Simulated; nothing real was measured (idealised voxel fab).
The name of this process module is voxel spacer lines.
Section shown: cut. Width: 255 nm. Cell size: 5 nm, square.
Format of a cross-section: grid, square cells. Given as bands. Order: top down. Band: one or more rows of cells. Top height, bottom height, nm. Materials left to right, width each, nm. Single material + "all across" = fills band edge to edge. "air" = empty. The reference from which all heights are counted is 0, the level beneath which the as-received wafer is entirely one material; the lowest band, having no lower bound, proceeds downward and is written after the example "0 down". A width given as "30..40" starts at the first number in the band's top row and ends at the second number in its bottom row, shifting by an equal amount at every step from row to row. For the purposes of this document, the phrase "everything unchanged" attached to a step denotes that no cell within the cross-section was modified by that step. What "Sealed void listing" gives you is every empty space of 8 cells or more that is cut off from the top. Each appears as width x height at distance, with the distance taken from the left edge and width, height and distance all in nm. It should be noted that, on the line of a given step, the content following the step's settings is a remark produced by the simulator itself with respect to that step. overlay nm, on a step with a mask: how far to the right of its planned place the mask lay; to the left if negative.
The process steps that were planned are listed below:
- 1: RECEIVE (material Si)
- 2: CONFORMAL_DEP (material Al2O3; thk nm 10)
- 3: DIRECTIONAL_DEP (material W; thk nm 15)
- 4: DIRECTIONAL_DEP (material aC; thk nm 30)
- 5: PATTERN (tone cover; mask id MANDREL; material resist; width nm 25; pitch nm 80; thk nm 40; overlay nm 0)
- 6: DIRECTIONAL_ETCH (etch materials aC; depth nm 30)
- 7: STRIP (etch materials resist)
- 8: CONFORMAL_DEP (material SiN; thk nm 15)
- 9: DIRECTIONAL_ETCH (etch materials SiN; depth nm 15)
- 10: STRIP (etch materials aC)
- 11: DIRECTIONAL_ETCH (etch materials W; depth nm 15)
- 12: STRIP (etch materials SiN)
The first of two wafers, run as planned:
As received, after step 1:
    0 down  Si all across
    Sealed void listing: none
Cross-section through the wafer, step 2 finished:
    10 to 0  Al2O3 all across
    Everything below 0 is unchanged.
Cross-section through the wafer, step 3 finished:
    25 to 10  W all across
    Everything below 10 is unchanged.
Cross-section through the wafer, step 4 finished:
    55 to 25  aC all across
    Everything below 25 is unchanged.
Cross-section through the wafer, step 5 finished:
    95 to 55  air (35); resist (25); air (55); resist (25); air (55); resist (25); air (35)
    Everything below 55 is unchanged.
Cross-section through the wafer, step 6 finished:
    65 to 55  air (35); resist (25); air (55); resist (25); air (55); resist (25); air (35)
    55 to 25  air (35); aC (25); air (55); aC (25); air (55); aC (25); air (35)
    Everything below 25 is unchanged.
Cross-section through the wafer, step 7 finished:
    55 to 25  air (35); aC (25); air (55); aC (25); air (55); aC (25); air (35)
    Everything below 25 is unchanged.
Cross-section through the wafer, step 8 finished:
    70 to 55  air (20); SiN (55); air (25); SiN (55); air (25); SiN (55); air (20)
    55 to 40  air (20); SiN (15); aC (25); SiN (15); air (25); SiN (15); aC (25); SiN (15); air (25); SiN (15); aC (25); SiN (15); air (20)
    40 to 25  SiN (35); aC (25); SiN (55); aC (25); SiN (55); aC (25); SiN (35)
    Everything below 25 is unchanged.
Cross-section through the wafer, step 9 finished:
    55 to 25  air (20); SiN (15); aC (25); SiN (15); air (25); SiN (15); aC (25); SiN (15); air (25); SiN (15); aC (25); SiN (15); air (20)
    Everything below 25 is unchanged.
Cross-section through the wafer, step 10 finished:
    55 to 25  air (20); SiN (15); air (25); SiN (15); air (25); SiN (15); air (25); SiN (15); air (25); SiN (15); air (25); SiN (15); air (20)
    Everything below 25 is unchanged.
Cross-section through the wafer, step 11 finished:
    55 to 25  air (20); SiN (15); air (25); SiN (15); air (25); SiN (15); air (25); SiN (15); air (25); SiN (15); air (25); SiN (15); air (20)
    25 to 10  air (20); W (15); air (25); W (15); air (25); W (15); air (25); W (15); air (25); W (15); air (25); W (15); air (20)
    Everything below 10 is unchanged.
Cross-section through the wafer, step 12 finished:
    25 to 10  air (20); W (15); air (25); W (15); air (25); W (15); air (25); W (15); air (25); W (15); air (25); W (15); air (20)
    Everything below 10 is unchanged.
What follows concerns the second wafer, which started out like the first and was meant to follow the very same plan; one mistake crept in when it was run, but everything up to and including step 10 is the same as for the first wafer:
The second wafer cut through, at the time step 11 was supposed to be finished:
    55 to 25  air (20); SiN (15); air (25); SiN (15); air (25); SiN (15); air (25); SiN (15); air (25); SiN (15); air (25); SiN (15); air (20)
    25 to 20  air (20); W (15); air (25); W (15); air (25); W (15); air (25); W (15); air (25); W (15); air (25); W (15); air (20)
    Everything below 20 is unchanged.
The second wafer cut through, at the time step 12 was supposed to be finished:
    25 to 20  air (20); W (15); air (25); W (15); air (25); W (15); air (25); W (15); air (25); W (15); air (25); W (15); air (20)
    Everything below 20 is unchanged.
The plan and the run diverged here: step 11 ran differently from the plan; actual operation with settings: DIRECTIONAL_ETCH (etch materials W; depth nm 5)
The final cell counts differ between the wafers, with the second having more or fewer of some materials than the first: +66 W
